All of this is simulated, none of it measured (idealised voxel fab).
process module | voxel plated lines
cross-section cut | 145 nm wide | cells 5 nm
A cross-section is a grid of square cells, given in bands from the top down. A band is one or more rows of cells.
Each band's line starts with the height of the band's top and of its bottom, in nm. Then come its materials from left to right, each with its width in nm. One material with "throughout" fills the band from edge to edge. "air" is empty space.
Height 0 is the level under which the wafer as received is all one material. The lowest band goes on downwards, as in "0 down".
A width such as "30 to 40" changes by the same amount from each row of cells to the next, from the band's top row to its bottom row.
"no change" after a step means that no cell of the cross-section changed.
closed voids: empty space of 8 cells or more with no open way to the top, each as width x height at its distance from the left edge, in nm
after a step's settings: what the simulator itself notes on the step
overlay nm, on a step with a mask: how far to the right of its planned place the mask lay; to the left if negative
plan
1 op RECEIVE | material Si
2 op CONFORMAL_DEP | material Al2O3 | thk nm 10
3 op DIRECTIONAL_DEP | material TiN | thk nm 5
4 op PATTERN | tone open | mask id LINES | material resist | width nm 30 | pitch nm 45 | thk nm 20 | overlay nm 0
5 op EPI | material Ru | thk nm 5
6 op STRIP | etch materials resist
7 op DIRECTIONAL_ETCH | etch materials TiN | depth nm 5
8 op CONFORMAL_DEP | material SiO2 | thk nm 5
varied across the wafers: thk nm of step 3. The plan shows the first wafer's value. All wafers start alike
first wafer as received, after step 1
  0 down: Si throughout
  closed voids: none
each wafer at the end: cells of each material gained (+) or lost (-) since it was received, then its closed voids
thk nm 5 | +58 Al2O3 | +12 Ru | +37 SiO2 | +12 TiN | closed voids: none
thk nm 10 | +58 Al2O3 | +12 Ru | +37 SiO2 | +41 TiN | closed voids: none
thk nm 15 | +58 Al2O3 | +12 Ru | +37 SiO2 | +70 TiN | closed voids: none
thk nm 20 | +58 Al2O3 | +12 Ru | +37 SiO2 | +99 TiN | closed voids: none
